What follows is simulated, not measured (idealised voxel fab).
The document below concerns the process module designated voxel capacitor over wiring.
Shown is cross-section cut, with a width of 285 nm and square cells of size 5 nm.
The cross-sections in this document take the form of a grid made of square cells. They are written out as bands, in order from top to bottom. Each band consists of one or more rows of cells. A band entry consists of two parts. The first gives the height of the band's top and the height of its bottom, in nm. The rest lists the band's materials from left to right, each with its width in nm. A single material labelled with the word "all across" fills the band from edge to edge, and the word "blank" marks empty space. We count height from 0. Below that, the starting wafer is all one material. The lowest band never ends at the bottom but goes on down; see "top 0, no bottom" for how that is written. Top row gets the first number, bottom row gets the second, and each row in between changes by the same step: that is how a band width like "30..40" works. "nothing was modified" (step): cross-section cells unchanged, all of them. What "Sealed void inventory" gives you is every empty space of 8 cells or more that is cut off from the top. Each appears as width x height at distance, with the distance taken from the left edge and width, height and distance all in nm. On each step's line, the part that comes after the settings is the simulator's own comment on the step. overlay nm: step with mask; distance mask lay right of planned place; negative value = left of planned place.
[Process steps foreseen in the plan]
1: RECEIVE, material Si
2: CONFORMAL_DEP, material SiO2, thk nm 10
3: DIRECTIONAL_DEP, material TiN, thk nm 5
4: DIRECTIONAL_DEP, material Ru, thk nm 25
5: PATTERN, tone cover, mask id METAL_1, material resist, width nm 20, pitch nm 75, thk nm 20, overlay nm 0
6: DIRECTIONAL_ETCH, etch materials Ru, depth nm 25
7: DIRECTIONAL_ETCH, etch materials TiN, depth nm 5
8: STRIP, etch materials resist
9: CONFORMAL_DEP, material SiN, thk nm 5
10: FILL_DEP, material lowk, thk nm 5
11: CMP, height nm 40
12: CONFORMAL_DEP, material SiCN, thk nm 5
13: DIRECTIONAL_DEP, material SiO2, thk nm 20
14: DIRECTIONAL_DEP, material aC, thk nm 10
15: PATTERN, tone open, mask id PLUG_1, material resist, width nm 15, thk nm 30, overlay nm 0
16: DIRECTIONAL_ETCH, etch materials aC, depth nm 10
17: STRIP, etch materials resist
18: DIRECTIONAL_ETCH, etch materials SiO2, depth nm 20
19: DIRECTIONAL_ETCH, etch materials SiCN, depth nm 5
20: STRIP, etch materials aC
21: EPI, material Ru, thk nm 10
22: EPI, material Ru, thk nm 10
23: EPI, material Ru, thk nm 5
24: DIRECTIONAL_DEP, material TiN, thk nm 10
25: DIRECTIONAL_DEP, material Al2O3, thk nm 5
26: DIRECTIONAL_DEP, material TiN, thk nm 5
27: DIRECTIONAL_DEP, material aC, thk nm 15
28: PATTERN, tone cover, mask id UPPER_PLATE, material resist, width nm 60, thk nm 35, overlay nm 0
29: DIRECTIONAL_ETCH, etch materials aC, depth nm 15
30: STRIP, etch materials resist
31: DIRECTIONAL_ETCH, etch materials TiN, depth nm 5
32: DIRECTIONAL_ETCH, etch materials Al2O3, depth nm 5
33: STRIP, etch materials aC
34: MASKED_ETCH, tone cover, mask id LOWER_PLATE, width nm 70, etch materials TiN, depth nm 10, overlay nm 0
35: FILL_DEP, material SiO2, thk nm 20
36: CMP, height nm 100
37: PATTERN, tone open, mask id PLUG_2, material resist, width nm 15, thk nm 15, overlay nm 0
38: DIRECTIONAL_ETCH, etch materials SiO2, depth nm 15
39: STRIP, etch materials resist
40: CONFORMAL_DEP, material TiN, thk nm 5
41: FILL_DEP, material Cu, thk nm 5
42: CMP, height nm 100
43: CONFORMAL_DEP, material SiN, thk nm 5
[So this is the incoming wafer in cross-section - it's already been through step 1]
	top 0, no bottom: Si all across
	Sealed void inventory: none
[Same starting wafer, same plan as above, one mistake in the execution; this is the cross-section at the end of the module]
	top 105, bottom 100: SiN all across
	top 100, bottom 90: 110 SiO2  5 TiN  5 Cu  5 TiN  160 SiO2
	top 90, bottom 80: 110..100 SiO2  15..60 TiN  160..125 SiO2
	top 80, bottom 75: 100 SiO2  60 Al2O3  125 SiO2
	top 75, bottom 65: 95 SiO2  70 TiN  120 SiO2
	top 65, bottom 45: 100 SiO2  15 Ru  170 SiO2
	top 45, bottom 40: 100 SiCN  15 Ru  170 SiCN
	top 40, bottom 20: 90 lowk  5 SiN  20 Ru  5 SiN  45 lowk  5 SiN  20 Ru  5 SiN  90 lowk
	top 20, bottom 15: 95 SiN  20 TiN  55 SiN  20 TiN  95 SiN
	top 15, bottom 0: SiO2 all across
	top 0, no bottom: Si all across
	Sealed void inventory: none
Plan not followed: step 2 did not happen as planned, as run it was CONFORMAL_DEP, material SiO2, thk nm 15
